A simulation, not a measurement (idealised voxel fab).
Module name: voxel wiring stack (process module)
This is section cut - it's 200 nm across, gridded in 5 nm square cells.
Cross-section layout: square cells on a grid; listed as bands, top to bottom; a band spans one or more cell rows. Heights first: top, then bottom, in nm. Then materials, left to right, each with a width in nm. "full width" on a single material: fills the band edge to edge. "air": empty space. Height datum 0, below which the as-received substrate wafer is one material. Lowest band open at the bottom, running downward: "0 -> down". Read "30 to 40" as a graded width: first number on top, second number at the bottom, same change between each pair of neighbouring rows. It should be understood that the words "no alteration", when stated for a given step, signify that the cross-section underwent no change in any of its cells during that step. The list in "Sealed internal voids" covers empty spaces of 8 cells or more that cannot reach the top through any open way, and it gives each as width x height at distance; the distance is from the left edge, and width, height and distance are in nm. It should be noted that, on the line of a given step, the content following the step's settings is a remark produced by the simulator itself with respect to that step. Regarding "overlay nm": on a step with a mask, it is the distance the mask lay to the right of its planned place; a negative value places it to the left.
[Here's what the planned process steps look like]
- 1: RECEIVE,material Si
- 2: CONFORMAL_DEP,material SiO2,thk nm 10
- 3: DIRECTIONAL_DEP,material TiN,thk nm 5
- 4: DIRECTIONAL_DEP,material W,thk nm 15
- 5: DIRECTIONAL_DEP,material aC,thk nm 10
- 6: PATTERN,tone cover,mask id METAL_1,material resist,width nm 30,pitch nm 60,thk nm 25,overlay nm 0
- 7: DIRECTIONAL_ETCH,etch materials aC,depth nm 10
- 8: STRIP,etch materials resist
- 9: DIRECTIONAL_ETCH,etch materials W,depth nm 15
- 10: DIRECTIONAL_ETCH,etch materials TiN,depth nm 5
- 11: STRIP,etch materials aC
- 12: FILL_DEP,material lowk,thk nm 10
- 13: CMP,height nm 30
- 14: CONFORMAL_DEP,material SiCN,thk nm 5
- 15: DIRECTIONAL_DEP,material SiO2,thk nm 30
- 16: MASKED_ETCH,tone open,mask id METAL_2_HOLES,width nm 15,pitch nm 120,etch materials SiO2,depth nm 30,overlay nm 0
- 17: MASKED_ETCH,tone open,mask id METAL_2,width nm 30,pitch nm 60,etch materials SiO2,depth nm 15,overlay nm 0
- 18: MASKED_ETCH,tone open,mask id METAL_2,width nm 30,pitch nm 60,etch materials SiCN,depth nm 5,overlay nm 0
- 19: CONFORMAL_DEP,material TiN,thk nm 5
- 20: FILL_DEP,material Ru,thk nm 5
- 21: CMP,height nm 65
- 22: CONFORMAL_DEP,material SiCN,thk nm 5
- 23: DIRECTIONAL_DEP,material SiO2,thk nm 15
- 24: MASKED_ETCH,tone open,mask id PLUG_2,width nm 15,pitch nm 60,etch materials SiO2,depth nm 15,overlay nm 0
- 25: MASKED_ETCH,tone open,mask id PLUG_2,width nm 15,pitch nm 60,etch materials SiCN,depth nm 5,overlay nm 0
- 26: EPI,material Ru,thk nm 10
- 27: EPI,material Ru,thk nm 10
- 28: CONFORMAL_DEP,material SiN,thk nm 5
- 29: DIRECTIONAL_DEP,material SiO2,thk nm 25
- 30: PATTERN,tone open,mask id METAL_3,material resist,width nm 30,pitch nm 60,thk nm 20,overlay nm 0
- 31: DIRECTIONAL_ETCH,etch materials SiO2,depth nm 25
- 32: DIRECTIONAL_ETCH,etch materials SiN,depth nm 5
- 33: STRIP,etch materials resist
- 34: CONFORMAL_DEP,material TiN,thk nm 5
- 35: FILL_DEP,material Ru,thk nm 5
- 36: CMP,height nm 115
- 37: CONFORMAL_DEP,material SiN,thk nm 5
[Delivered wafer in cross-section: state after step 1]
0 -> down = Si full width
Sealed internal voids: none
[The plan above was carried out on the starting structure above with one mistake, and this cross-section shows the wafer at the end of the module]
120 -> 115 = SiN full width
115 -> 110 = Ru full width
110 -> 105 = 30 of TiN | 20 of Ru | 40 of TiN | 20 of Ru | 40 of TiN | 20 of Ru | 30 of TiN
105 -> 90 = 25 of SiO2 | 5 of TiN | 20 of Ru | 5 of TiN | 30 of SiO2 | 5 of TiN | 20 of Ru | 5 of TiN | 30 of SiO2 | 5 of TiN | 20 of Ru | 5 of TiN | 25 of SiO2
90 -> 85 = 25 of SiN | 30 of TiN | 30 of SiN | 30 of TiN | 30 of SiN | 30 of TiN | 25 of SiN
85 -> 70 = 25 of SiO2 | 15 of Ru | 45 of SiO2 | 15 of Ru | 45 of SiO2 | 15 of Ru | 40 of SiO2
70 -> 65 = 25 of SiCN | 15 of Ru | 45 of SiCN | 15 of Ru | 45 of SiCN | 15 of Ru | 40 of SiCN
65 -> 55 = 25 of SiO2 | 5 of TiN | 20 of Ru | 5 of TiN | 30 of SiO2 | 5 of TiN | 20 of Ru | 5 of TiN | 30 of SiO2 | 5 of TiN | 20 of Ru | 5 of TiN | 25 of SiO2
55 -> 50 = 25 of SiO2 | 5 of TiN | 5 of Ru | 20 of TiN | 30 of SiO2 | 30 of TiN | 30 of SiO2 | 5 of TiN | 5 of Ru | 20 of TiN | 25 of SiO2
50 -> 35 = 25 of SiO2 | 5 of TiN | 5 of Ru | 5 of TiN | 105 of SiO2 | 5 of TiN | 5 of Ru | 5 of TiN | 40 of SiO2
35 -> 30 = 25 of SiCN | 15 of TiN | 105 of SiCN | 15 of TiN | 40 of SiCN
30 -> 15 = 25 of lowk | 30 of W | 30 of lowk | 30 of W | 30 of lowk | 30 of W | 25 of lowk
15 -> 10 = 25 of lowk | 30 of TiN | 30 of lowk | 30 of TiN | 30 of lowk | 30 of TiN | 25 of lowk
10 -> 0 = SiO2 full width
0 -> down = Si full width
Sealed internal voids: none
Processing error: step 29 changed vs plan, executed as DIRECTIONAL_DEP,material SiO2,thk nm 15
